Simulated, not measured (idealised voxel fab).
The process module that follows is named voxel trench capacitor.
300 nm wide, 5 nm square cells: that's cross-section cut.
This document writes a cross-section as a grid whose cells are square, and gives it as bands, listed from the top down; one or more rows of cells form a band. Per band: top height and bottom height in nm, followed by the left-to-right materials and their widths in nm; "everywhere" marks a single material spanning edge to edge, "air" marks empty space. It should be noted that heights are counted from 0, beneath which the wafer as supplied is of one material throughout, and that the lowest band possesses no lower boundary but continues downward, as written in "0..down". A width such as "30 to 40" changes by the same amount from each row of cells to the next, from the band's top row to its bottom row. Step marked "remains unaltered"? Then no cell in the cross-section changed in it. For the entry "Closed internal cavities", the listed items are empty spaces with no open way to the top whose size is 8 cells or more; each item follows the pattern width x height at distance, where distance is from the left edge and all three are in nm. On a step's line, text after the settings is the simulator commenting on that step. "overlay nm" answers the question of how far to the right of plan the mask lay on a step that has a mask, and when it is negative the answer is to the left.

## List of planned process steps
1 RECEIVE, material Si
2 CONFORMAL_DEP, material SiN, thk nm 5
3 DIRECTIONAL_DEP, material aC, thk nm 10
4 PATTERN, tone open, mask id TRENCH, material resist, width nm 15, pitch nm 35, thk nm 25, overlay nm -15
5 DIRECTIONAL_ETCH, etch materials aC, depth nm 10
6 STRIP, etch materials resist
7 DIRECTIONAL_ETCH, etch materials SiN, depth nm 5
8 DIRECTIONAL_ETCH, etch materials Si, depth nm 40
9 STRIP, etch materials aC
10 CONFORMAL_DEP, material SiO2, thk nm 5
11 FILL_DEP, material polySi, thk nm 5
12 CMP, height nm 5
What sets these wafers apart? The overlay nm at step 4. They all start alike, and the plan carries the first wafer's value.

## Cross-section of the first incoming wafer of several, state after step 1
* 0..down  Si everywhere
* Closed internal cavities: none

## The table below has one row for each wafer; a row shows, as of the end of the module, how many cells of each material the wafer has gained, marked (+), or lost, marked (-), since it was received, and then the wafer's closed voids
overlay nm -15; -96 Si; +48 SiN; +76 SiO2; +32 polySi; Closed internal cavities: none
overlay nm -10; -96 Si; +48 SiN; +76 SiO2; +32 polySi; Closed internal cavities: none
overlay nm -5; -96 Si; +48 SiN; +76 SiO2; +32 polySi; Closed internal cavities: none
overlay nm 0; -96 Si; +48 SiN; +76 SiO2; +32 polySi; Closed internal cavities: none
overlay nm 5; -96 Si; +48 SiN; +76 SiO2; +32 polySi; Closed internal cavities: none
overlay nm 10; -96 Si; +48 SiN; +76 SiO2; +32 polySi; Closed internal cavities: none
overlay nm 15; -96 Si; +48 SiN; +76 SiO2; +32 polySi; Closed internal cavities: none
